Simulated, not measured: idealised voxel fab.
process module | voxel ribs on slabs
cross-section cut | 240 nm wide | cells 5 nm
A cross-section is a grid of square cells, given in bands from the top down. A band is one or more rows of cells.
Each band's line starts with the height of the band's top and of its bottom, in nm. Then come its materials from left to right, each with its width in nm. One material with "throughout" fills the band from edge to edge. "air" is empty space.
Height 0 is the level under which the wafer as received is all one material. The lowest band goes on downwards, as in "0 down".
A width such as "30 to 40" changes by the same amount from each row of cells to the next, from the band's top row to its bottom row.
"no change" after a step means that no cell of the cross-section changed.
closed voids: empty space of 8 cells or more with no open way to the top, each as width x height at its distance from the left edge, in nm
after a step's settings: what the simulator itself notes on the step
overlay nm, on a step with a mask: how far to the right of its planned place the mask lay; to the left if negative
plan
1 op RECEIVE | material Si
2 op DIRECTIONAL_DEP | material SiO2 | thk nm 25
3 op DIRECTIONAL_DEP | material polySi | thk nm 20
4 op PATTERN | tone cover | mask id RIB | material resist | width nm 30 | thk nm 20 | overlay nm -15
5 op DIRECTIONAL_ETCH | etch materials polySi | depth nm 5
6 op STRIP | etch materials resist
7 op DIRECTIONAL_DEP | material aC | thk nm 15
8 op PATTERN | tone cover | mask id SLAB | material resist | width nm 60 | thk nm 35 | overlay nm 0
9 op DIRECTIONAL_ETCH | etch materials aC | depth nm 15
10 op STRIP | etch materials resist
11 op DIRECTIONAL_ETCH | etch materials polySi | depth nm 15
12 op STRIP | etch materials aC
13 op FILL_DEP | material SiO2 | thk nm 30
14 op CMP | height nm 65
15 op DIRECTIONAL_DEP | material TiN | thk nm 5
16 op MASKED_ETCH | tone cover | mask id HEATER | width nm 40 | etch materials TiN | depth nm 5 | overlay nm 0
17 op CONFORMAL_DEP | material SiN | thk nm 5
varied across the wafers: overlay nm of step 4. The plan shows the first wafer's value. All wafers start alike
first wafer as received, after step 1
  0 down: Si throughout
  closed voids: none
first wafer at the end, after step 17
  75 to 70: air 95 | SiN 50 | air 95
  70 to 65: SiN 100 | TiN 40 | SiN 100
  65 to 45: SiO2 throughout
  45 to 40: SiO2 90 | polySi 30 | SiO2 120
  40 to 25: SiO2 90 | polySi 60 | SiO2 90
  25 to 0: SiO2 throughout
  0 down: Si throughout
  closed voids: none
last wafer at the end
  75 to 70: air 95 | SiN 50 | air 95
  70 to 65: SiN 100 | TiN 40 | SiN 100
  65 to 45: SiO2 throughout
  45 to 40: SiO2 120 | polySi 30 | SiO2 90
  40 to 25: SiO2 90 | polySi 60 | SiO2 90
  25 to 0: SiO2 throughout
  0 down: Si throughout
  closed voids: none
each wafer at the end: cells of each material gained (+) or lost (-) since it was received, then its closed voids
overlay nm -15 | +50 SiN | +582 SiO2 | +8 TiN | +42 polySi | closed voids: none
overlay nm -10 | +50 SiN | +582 SiO2 | +8 TiN | +42 polySi | closed voids: none
overlay nm -5 | +50 SiN | +582 SiO2 | +8 TiN | +42 polySi | closed voids: none
overlay nm 0 | +50 SiN | +582 SiO2 | +8 TiN | +42 polySi | closed voids: none
overlay nm 5 | +50 SiN | +582 SiO2 | +8 TiN | +42 polySi | closed voids: none
overlay nm 10 | +50 SiN | +582 SiO2 | +8 TiN | +42 polySi | closed voids: none
overlay nm 15 | +50 SiN | +582 SiO2 | +8 TiN | +42 polySi | closed voids: none
